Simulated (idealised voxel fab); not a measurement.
Process module name: voxel transistor to metal
For reference, the cross-section in this document is cut, with width 150 nm and square cells of 5 nm.
Heads up, the way a cross-section reads in here is a grid of square cells, handed over as bands from the top down, with every band being one or more rows of cells. A band entry consists of two parts. The first gives the height of the band's top and the height of its bottom, in nm. The rest lists the band's materials from left to right, each with its width in nm. A single material labelled with the word "full width" fills the band from edge to edge, and the word "blank" marks empty space. Counting heights begins at 0, where everything beneath is, in the wafer as received, one material. The lowest band has no bottom; it goes on downwards, as "0 -> down" shows. The notation "30..40" denotes a width that varies across the rows of cells in the band, beginning at the first number in the top row, finishing at the second number in the bottom row, and changing by an identical amount from each row to the next. For the purposes of this document, the phrase "nothing got changed" attached to a step denotes that no cell within the cross-section was modified by that step. Any empty space of 8 cells or more lacking an open way to the top shows up in "Closed void table" as width x height at distance, distance from the left edge, in nm. Text after the settings on a step's line: the simulator's own remark on that step. The optional step-line setting "overlay nm" applies to steps with a mask and quantifies how far to the right of its planned location the mask lay, a negative value indicating leftward placement.
-- Planned step list for the process
- 1: op RECEIVE | material Si
- 2: op CONFORMAL_DEP | material SiO2 | thk nm 5
- 3: op CONFORMAL_DEP | material SiN | thk nm 15
- 4: op MASKED_ETCH | tone cover | mask id ACTIVE | width nm 105 | etch materials SiN | depth nm 15 | overlay nm 0
- 5: op MASKED_ETCH | tone cover | mask id ACTIVE | width nm 105 | etch materials SiO2 | depth nm 5 | overlay nm 0
- 6: op MASKED_ETCH | tone cover | mask id ACTIVE | width nm 105 | etch materials Si | depth nm 30 | overlay nm 0
- 7: op FILL_DEP | material SiO2 | thk nm 10
- 8: op CMP | height nm 20
- 9: op SELECTIVE_ETCH | etch materials SiO2 | depth nm 10
- 10: op STRIP | etch materials SiN
- 11: op SELECTIVE_ETCH | etch materials SiO2 | depth nm 5
- 12: op OXIDIZE | depth nm 5
- 13: op DIRECTIONAL_DEP | material polySi | thk nm 20
- 14: op DIRECTIONAL_DEP | material SiCN | thk nm 10
- 15: op MASKED_ETCH | tone cover | mask id GATE | width nm 25 | etch materials SiCN | depth nm 20 | overlay nm 0
- 16: op MASKED_ETCH | tone cover | mask id GATE | width nm 25 | etch materials polySi | depth nm 30 | overlay nm 0
- 17: op CONFORMAL_DEP | material SiN | thk nm 5
- 18: op DIRECTIONAL_ETCH | etch materials SiN | depth nm 5
- 19: op DIRECTIONAL_ETCH | etch materials SiO2 | depth nm 5
- 20: op EPI | material nSi | thk nm 5
- 21: op FILL_DEP | material SiO2 | thk nm 10
- 22: op CMP | height nm 30
- 23: op DIRECTIONAL_DEP | material SiO2 | thk nm 10
- 24: op MASKED_ETCH | tone open | mask id CONTACT | width nm 15 | pitch nm 80 | etch materials SiO2 | depth nm 40 | overlay nm 0
- 25: op CONFORMAL_DEP | material TiN | thk nm 5
- 26: op FILL_DEP | material W | thk nm 10
- 27: op CMP | height nm 40
- 28: op CONFORMAL_DEP | material SiCN | thk nm 5
- 29: op DIRECTIONAL_DEP | material SiO2 | thk nm 15
- 30: op MASKED_ETCH | tone open | mask id METAL_1 | width nm 15 | pitch nm 80 | etch materials SiO2 | depth nm 15 | overlay nm 0
- 31: op MASKED_ETCH | tone open | mask id METAL_1 | width nm 15 | pitch nm 80 | etch materials SiCN | depth nm 5 | overlay nm 0
- 32: op CONFORMAL_DEP | material TiN | thk nm 5
- 33: op FILL_DEP | material Cu | thk nm 10
- 34: op CMP | height nm 60
- 35: op CONFORMAL_DEP | material SiCN | thk nm 5
- 36: op DIRECTIONAL_DEP | material SiO2 | thk nm 25
- 37: op MASKED_ETCH | tone open | mask id METAL_2 | width nm 15 | pitch nm 80 | etch materials SiO2 | depth nm 15 | overlay nm 0
- 38: op MASKED_ETCH | tone open | mask id METAL_2_HOLES | width nm 15 | pitch nm 80 | etch materials SiO2 | depth nm 10 | overlay nm 0
- 39: op MASKED_ETCH | tone open | mask id METAL_2_HOLES | width nm 15 | pitch nm 80 | etch materials SiCN | depth nm 5 | overlay nm 0
- 40: op CONFORMAL_DEP | material TiN | thk nm 5
- 41: op FILL_DEP | material Ru | thk nm 10
- 42: op CMP | height nm 90
- 43: op CONFORMAL_DEP | material SiN | thk nm 5
-- First of two wafers, with the run carried out as planned
-- Cross-section, incoming material, after step 1
0 -> down: Si full width
Closed void table: none
-- Upon completion of step 2, the wafer appears in cross-section as shown
5 -> 0: SiO2 full width
Anything lower than 0 is untouched.
-- Upon completion of step 3, the wafer appears in cross-section as shown
20 -> 5: SiN full width
Anything lower than 5 is untouched.
-- Upon completion of step 4, the wafer appears in cross-section as shown
20 -> 5: blank 20, SiN 105, blank 25
Anything lower than 5 is untouched.
-- Upon completion of step 5, the wafer appears in cross-section as shown
20 -> 5: blank 20, SiN 105, blank 25
5 -> 0: blank 20, SiO2 105, blank 25
Anything lower than 0 is untouched.
-- Upon completion of step 6, the wafer appears in cross-section as shown
20 -> 5: blank 20, SiN 105, blank 25
5 -> 0: blank 20, SiO2 105, blank 25
0 -> -30: blank 20, Si 105, blank 25
Anything lower than -30 is untouched.
-- Upon completion of step 7, the wafer appears in cross-section as shown
30 -> 20: SiO2 full width
20 -> 5: SiO2 20, SiN 105, SiO2 25
5 -> 0: SiO2 full width
0 -> -30: SiO2 20, Si 105, SiO2 25
Anything lower than -30 is untouched.
-- Upon completion of step 8, the wafer appears in cross-section as shown
20 -> 5: SiO2 20, SiN 105, SiO2 25
Anything lower than 5 is untouched.
-- Upon completion of step 9, the wafer appears in cross-section as shown
20 -> 10: blank 20, SiN 105, blank 25
Anything lower than 10 is untouched.
-- Upon completion of step 10, the wafer appears in cross-section as shown
10 -> 5: SiO2 20, blank 105, SiO2 25
Anything lower than 5 is untouched.
-- Upon completion of step 11, the wafer appears in cross-section as shown
5 -> 0: SiO2 15, blank 115, SiO2 20
Anything lower than 0 is untouched.
-- Upon completion of step 12, the wafer appears in cross-section as shown
5 -> 0: SiO2 15, blank 115, SiO2 20
0 -> -5: SiO2 full width
Anything lower than -5 is untouched.
-- Upon completion of step 13, the wafer appears in cross-section as shown
25 -> 20: polySi 15, blank 115, polySi 20
20 -> 5: polySi full width
5 -> 0: SiO2 15, polySi 115, SiO2 20
Anything lower than 0 is untouched.
-- Upon completion of step 14, the wafer appears in cross-section as shown
35 -> 30: SiCN 15, blank 115, SiCN 20
30 -> 25: SiCN full width
25 -> 20: polySi 15, SiCN 115, polySi 20
Anything lower than 20 is untouched.
-- Upon completion of step 15, the wafer appears in cross-section as shown
30 -> 25: blank 60, SiCN 25, blank 65
25 -> 20: polySi 15, blank 45, SiCN 25, blank 45, polySi 20
Anything lower than 20 is untouched.
-- Upon completion of step 16, the wafer appears in cross-section as shown
30 -> 20: blank 60, SiCN 25, blank 65
20 -> 5: blank 60, polySi 25, blank 65
5 -> 0: SiO2 15, blank 45, polySi 25, blank 45, SiO2 20
Anything lower than 0 is untouched.
-- Upon completion of step 17, the wafer appears in cross-section as shown
35 -> 30: blank 55, SiN 35, blank 60
30 -> 20: blank 55, SiN 5, SiCN 25, SiN 5, blank 60
20 -> 10: blank 55, SiN 5, polySi 25, SiN 5, blank 60
10 -> 5: SiN 20, blank 35, SiN 5, polySi 25, SiN 5, blank 35, SiN 25
5 -> 0: SiO2 15, SiN 45, polySi 25, SiN 45, SiO2 20
Anything lower than 0 is untouched.
-- Upon completion of step 18, the wafer appears in cross-section as shown
30 -> 20: blank 55, SiN 5, SiCN 25, SiN 5, blank 60
20 -> 5: blank 55, SiN 5, polySi 25, SiN 5, blank 60
5 -> 0: SiO2 15, SiN 5, blank 35, SiN 5, polySi 25, SiN 5, blank 35, SiN 5, SiO2 20
Anything lower than 0 is untouched.
-- Upon completion of step 19, the wafer appears in cross-section as shown
30 -> 20: blank 55, SiN 5, SiCN 25, SiN 5, blank 60
20 -> 5: blank 55, SiN 5, polySi 25, SiN 5, blank 60
5 -> 0: blank 15, SiN 5, blank 35, SiN 5, polySi 25, SiN 5, blank 35, SiN 5, blank 20
0 -> -5: SiO2 20, blank 35, SiO2 35, blank 35, SiO2 25
Anything lower than -5 is untouched.
-- Upon completion of step 20, the wafer appears in cross-section as shown
30 -> 20: blank 55, SiN 5, SiCN 25, SiN 5, blank 60
20 -> 5: blank 55, SiN 5, polySi 25, SiN 5, blank 60
5 -> 0: blank 15, SiN 5, blank 35, SiN 5, polySi 25, SiN 5, blank 35, SiN 5, blank 20
0 -> -5: SiO2 20, nSi 35, SiO2 35, nSi 35, SiO2 25
Anything lower than -5 is untouched.
-- Upon completion of step 21, the wafer appears in cross-section as shown
40 -> 30: SiO2 full width
30 -> 20: SiO2 55, SiN 5, SiCN 25, SiN 5, SiO2 60
20 -> 5: SiO2 55, SiN 5, polySi 25, SiN 5, SiO2 60
5 -> 0: SiO2 15, SiN 5, SiO2 35, SiN 5, polySi 25, SiN 5, SiO2 35, SiN 5, SiO2 20
Anything lower than 0 is untouched.
-- Upon completion of step 22, the wafer appears in cross-section as shown
30 -> 20: SiO2 55, SiN 5, SiCN 25, SiN 5, SiO2 60
Anything lower than 20 is untouched.
-- Upon completion of step 23, the wafer appears in cross-section as shown
40 -> 30: SiO2 full width
Anything lower than 30 is untouched.
-- Upon completion of step 24, the wafer appears in cross-section as shown
40 -> 30: SiO2 25, blank 15, SiO2 65, blank 15, SiO2 30
30 -> 20: SiO2 25, blank 15, SiO2 15, SiN 5, SiCN 25, SiN 5, SiO2 15, blank 15, SiO2 30
20 -> 5: SiO2 25, blank 15, SiO2 15, SiN 5, polySi 25, SiN 5, SiO2 15, blank 15, SiO2 30
5 -> 0: SiO2 15, SiN 5, SiO2 5, blank 15, SiO2 15, SiN 5, polySi 25, SiN 5, SiO2 15, blank 15, SiO2 5, SiN 5, SiO2 20
Anything lower than 0 is untouched.
-- Upon completion of step 25, the wafer appears in cross-section as shown
45 -> 40: TiN 30, blank 5, TiN 75, blank 5, TiN 35
40 -> 30: SiO2 25, TiN 5, blank 5, TiN 5, SiO2 65, TiN 5, blank 5, TiN 5, SiO2 30
30 -> 20: SiO2 25, TiN 5, blank 5, TiN 5, SiO2 15, SiN 5, SiCN 25, SiN 5, SiO2 15, TiN 5, blank 5, TiN 5, SiO2 30
20 -> 5: SiO2 25, TiN 5, blank 5, TiN 5, SiO2 15, SiN 5, polySi 25, SiN 5, SiO2 15, TiN 5, blank 5, TiN 5, SiO2 30
5 -> 0: SiO2 15, SiN 5, SiO2 5, TiN 15, SiO2 15, SiN 5, polySi 25, SiN 5, SiO2 15, TiN 15, SiO2 5, SiN 5, SiO2 20
Anything lower than 0 is untouched.
-- Upon completion of step 26, the wafer appears in cross-section as shown
55 -> 45: W full width
45 -> 40: TiN 30, W 5, TiN 75, W 5, TiN 35
40 -> 30: SiO2 25, TiN 5, W 5, TiN 5, SiO2 65, TiN 5, W 5, TiN 5, SiO2 30
30 -> 20: SiO2 25, TiN 5, W 5, TiN 5, SiO2 15, SiN 5, SiCN 25, SiN 5, SiO2 15, TiN 5, W 5, TiN 5, SiO2 30
20 -> 5: SiO2 25, TiN 5, W 5, TiN 5, SiO2 15, SiN 5, polySi 25, SiN 5, SiO2 15, TiN 5, W 5, TiN 5, SiO2 30
Anything lower than 5 is untouched.
-- Upon completion of step 27, the wafer appears in cross-section as shown
40 -> 30: SiO2 25, TiN 5, W 5, TiN 5, SiO2 65, TiN 5, W 5, TiN 5, SiO2 30
Anything lower than 30 is untouched.
-- Upon completion of step 28, the wafer appears in cross-section as shown
45 -> 40: SiCN full width
Anything lower than 40 is untouched.
-- Upon completion of step 29, the wafer appears in cross-section as shown
60 -> 45: SiO2 full width
Anything lower than 45 is untouched.
-- Upon completion of step 30, the wafer appears in cross-section as shown
60 -> 45: SiO2 25, blank 15, SiO2 65, blank 15, SiO2 30
Anything lower than 45 is untouched.
-- Upon completion of step 31, the wafer appears in cross-section as shown
60 -> 45: SiO2 25, blank 15, SiO2 65, blank 15, SiO2 30
45 -> 40: SiCN 25, blank 15, SiCN 65, blank 15, SiCN 30
Anything lower than 40 is untouched.
-- Upon completion of step 32, the wafer appears in cross-section as shown
65 -> 60: TiN 30, blank 5, TiN 75, blank 5, TiN 35
60 -> 45: SiO2 25, TiN 5, blank 5, TiN 5, SiO2 65, TiN 5, blank 5, TiN 5, SiO2 30
45 -> 40: SiCN 25, TiN 15, SiCN 65, TiN 15, SiCN 30
Anything lower than 40 is untouched.
-- Upon completion of step 33, the wafer appears in cross-section as shown
75 -> 65: Cu full width
65 -> 60: TiN 30, Cu 5, TiN 75, Cu 5, TiN 35
60 -> 45: SiO2 25, TiN 5, Cu 5, TiN 5, SiO2 65, TiN 5, Cu 5, TiN 5, SiO2 30
Anything lower than 45 is untouched.
-- Upon completion of step 34, the wafer appears in cross-section as shown
60 -> 45: SiO2 25, TiN 5, Cu 5, TiN 5, SiO2 65, TiN 5, Cu 5, TiN 5, SiO2 30
Anything lower than 45 is untouched.
-- Upon completion of step 35, the wafer appears in cross-section as shown
65 -> 60: SiCN full width
Anything lower than 60 is untouched.
-- Upon completion of step 36, the wafer appears in cross-section as shown
90 -> 65: SiO2 full width
Anything lower than 65 is untouched.
-- Upon completion of step 37, the wafer appears in cross-section as shown
90 -> 75: SiO2 25, blank 15, SiO2 65, blank 15, SiO2 30
Anything lower than 75 is untouched.
-- Upon completion of step 38, the wafer appears in cross-section as shown
90 -> 65: SiO2 25, blank 15, SiO2 65, blank 15, SiO2 30
Anything lower than 65 is untouched.
-- Upon completion of step 39, the wafer appears in cross-section as shown
90 -> 65: SiO2 25, blank 15, SiO2 65, blank 15, SiO2 30
65 -> 60: SiCN 25, blank 15, SiCN 65, blank 15, SiCN 30
Anything lower than 60 is untouched.
-- Upon completion of step 40, the wafer appears in cross-section as shown
95 -> 90: TiN 30, blank 5, TiN 75, blank 5, TiN 35
90 -> 65: SiO2 25, TiN 5, blank 5, TiN 5, SiO2 65, TiN 5, blank 5, TiN 5, SiO2 30
65 -> 60: SiCN 25, TiN 15, SiCN 65, TiN 15, SiCN 30
Anything lower than 60 is untouched.
-- Upon completion of step 41, the wafer appears in cross-section as shown
105 -> 95: Ru full width
95 -> 90: TiN 30, Ru 5, TiN 75, Ru 5, TiN 35
90 -> 65: SiO2 25, TiN 5, Ru 5, TiN 5, SiO2 65, TiN 5, Ru 5, TiN 5, SiO2 30
Anything lower than 65 is untouched.
-- Upon completion of step 42, the wafer appears in cross-section as shown
90 -> 65: SiO2 25, TiN 5, Ru 5, TiN 5, SiO2 65, TiN 5, Ru 5, TiN 5, SiO2 30
Anything lower than 65 is untouched.
-- Upon completion of step 43, the wafer appears in cross-section as shown
95 -> 90: SiN full width
Anything lower than 90 is untouched.
-- Wafer two of two - same starting point, same process plan, one mistake in execution; matches wafer one up to and including step 35
-- when step 36 should have ended
115 -> 65: SiO2 full width
Anything lower than 65 is untouched.
-- when step 37 should have ended
115 -> 100: SiO2 25, blank 15, SiO2 65, blank 15, SiO2 30
Anything lower than 100 is untouched.
-- when step 38 should have ended
115 -> 90: SiO2 25, blank 15, SiO2 65, blank 15, SiO2 30
Anything lower than 90 is untouched.
when step 39 should have ended: nothing got changed
-- when step 40 should have ended
120 -> 115: TiN 30, blank 5, TiN 75, blank 5, TiN 35
115 -> 95: SiO2 25, TiN 5, blank 5, TiN 5, SiO2 65, TiN 5, blank 5, TiN 5, SiO2 30
95 -> 90: SiO2 25, TiN 15, SiO2 65, TiN 15, SiO2 30
Anything lower than 90 is untouched.
-- when step 41 should have ended
130 -> 120: Ru full width
120 -> 115: TiN 30, Ru 5, TiN 75, Ru 5, TiN 35
115 -> 95: SiO2 25, TiN 5, Ru 5, TiN 5, SiO2 65, TiN 5, Ru 5, TiN 5, SiO2 30
Anything lower than 95 is untouched.
-- when step 42 should have ended
90 -> 65: SiO2 full width
Anything lower than 65 is untouched.
-- when step 43 should have ended
95 -> 90: SiN full width
Anything lower than 90 is untouched.
What went wrong in running the wafer? step 36 of the plan was executed twice over
It is noted that, at the conclusion of processing, the second wafer exhibits a higher or lower cell count for certain materials relative to the first: -10 Ru | +6 SiCN | +30 SiO2 | -26 TiN
